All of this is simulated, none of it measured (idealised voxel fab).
Proc. module: voxel released beams
Xsec cut, 290 nm wide, square cell size 5 nm.
Cross-section spec: square-cell grid; bands listed top down; each band is one or more rows.
In this notation a band is specified by the heights of its top and bottom, in that order and in nm, after which its materials appear from left to right, each paired with its width in nm. The word "everywhere" attached to a single material means that material fills the band from edge to edge; the word "empty" stands for empty space.
Convention: height 0 is the level below which the wafer, as received, is all one material. The lowest band does not terminate at the bottom but continues downward, represented as "0 nm and below".
Read "30 to 40" as a graded width: first number on top, second number at the bottom, same change between each pair of neighbouring rows.
It should be understood that the words "all unchanged", when stated for a given step, signify that the cross-section underwent no change in any of its cells during that step.
If an empty space has no open way to the top and is at least 8 cells in size, "Trapped cavities" lists it, written width x height at distance, where distance is measured from the left edge and every value is in nm.
Past the settings on a step's line: simulator remark, on that step.
"overlay nm" on a masked step: distance the mask lay right of its planned place, negative for left.

[Process steps (planned)]
- 1: op RECEIVE | material Si
- 2: op CONFORMAL_DEP | material Al2O3 | thk nm 5
- 3: op DIRECTIONAL_DEP | material SiO2 | thk nm 15
- 4: op PATTERN | tone open | mask id ANCHOR | material resist | width nm 25 | thk nm 15 | overlay nm 0
- 5: op DIRECTIONAL_ETCH | etch materials SiO2 | depth nm 15
- 6: op STRIP | etch materials resist
- 7: op CONFORMAL_DEP | material polySi | thk nm 10
- 8: op MASKED_ETCH | tone cover | mask id BEAM | width nm 95 | etch materials polySi | depth nm 10 | overlay nm 0
- 9: op STRIP | etch materials SiO2

[What follows covers the first of two wafers; it ran as planned]

[Incoming wafer, cross-sectional view, post step 1]
	0 nm and below | Si everywhere
	Trapped cavities: none

[Wafer section view after processing step 2]
	5 nm to 0 nm | Al2O3 everywhere
	Below 0, no change.

[Wafer section view after processing step 3]
	20 nm to 5 nm | SiO2 everywhere
	Below 5, no change.

[Wafer section view after processing step 4]
	35 nm to 20 nm | resist 100 nm | empty 25 nm | resist 165 nm
	Below 20, no change.

[Wafer section view after processing step 5]
	35 nm to 20 nm | resist 100 nm | empty 25 nm | resist 165 nm
	20 nm to 5 nm | SiO2 100 nm | empty 25 nm | SiO2 165 nm
	Below 5, no change.

[Wafer section view after processing step 6]
	20 nm to 5 nm | SiO2 100 nm | empty 25 nm | SiO2 165 nm
	Below 5, no change.

[Wafer section view after processing step 7]
	30 nm to 20 nm | polySi 110 nm | empty 5 nm | polySi 175 nm
	20 nm to 15 nm | SiO2 100 nm | polySi 10 nm | empty 5 nm | polySi 10 nm | SiO2 165 nm
	15 nm to 5 nm | SiO2 100 nm | polySi 25 nm | SiO2 165 nm
	Below 5, no change.

[Wafer section view after processing step 8]
	30 nm to 20 nm | empty 95 nm | polySi 15 nm | empty 5 nm | polySi 75 nm | empty 100 nm
	Below 20, no change.

[Wafer section view after processing step 9]
	30 nm to 20 nm | empty 95 nm | polySi 15 nm | empty 5 nm | polySi 75 nm | empty 100 nm
	20 nm to 15 nm | empty 100 nm | polySi 10 nm | empty 5 nm | polySi 10 nm | empty 165 nm
	15 nm to 5 nm | empty 100 nm | polySi 25 nm | empty 165 nm
	Below 5, no change.

[The second wafer was prepared from the same starting point and under the same plan as the first; its processing contained one mistake, and it remains indistinguishable from the first wafer up to and including step 1]

Second wafer, cross-section, planned end of step 2: all unchanged

[Second wafer, cross-section, planned end of step 3]
	15 nm to 0 nm | SiO2 everywhere
	Below 0, no change.

[Second wafer, cross-section, planned end of step 4]
	30 nm to 15 nm | resist 100 nm | empty 25 nm | resist 165 nm
	Below 15, no change.

[Second wafer, cross-section, planned end of step 5]
	30 nm to 15 nm | resist 100 nm | empty 25 nm | resist 165 nm
	15 nm to 0 nm | SiO2 100 nm | empty 25 nm | SiO2 165 nm
	Below 0, no change.

[Second wafer, cross-section, planned end of step 6]
	15 nm to 0 nm | SiO2 100 nm | empty 25 nm | SiO2 165 nm
	Below 0, no change.

[Second wafer, cross-section, planned end of step 7]
	25 nm to 15 nm | polySi 110 nm | empty 5 nm | polySi 175 nm
	15 nm to 10 nm | SiO2 100 nm | polySi 10 nm | empty 5 nm | polySi 10 nm | SiO2 165 nm
	10 nm to 0 nm | SiO2 100 nm | polySi 25 nm | SiO2 165 nm
	Below 0, no change.

[Second wafer, cross-section, planned end of step 8]
	25 nm to 15 nm | empty 95 nm | polySi 15 nm | empty 5 nm | polySi 75 nm | empty 100 nm
	Below 15, no change.

[Second wafer, cross-section, planned end of step 9]
	25 nm to 15 nm | empty 95 nm | polySi 15 nm | empty 5 nm | polySi 75 nm | empty 100 nm
	15 nm to 10 nm | empty 100 nm | polySi 10 nm | empty 5 nm | polySi 10 nm | empty 165 nm
	10 nm to 0 nm | empty 100 nm | polySi 25 nm | empty 165 nm
	Below 0, no change.
Error vs. plan: the run left out plan step 2 entirely, so it was never executed
Heads up, by the end the second wafer has more or fewer cells of some materials compared to the first: 58 fewer of Al2O3
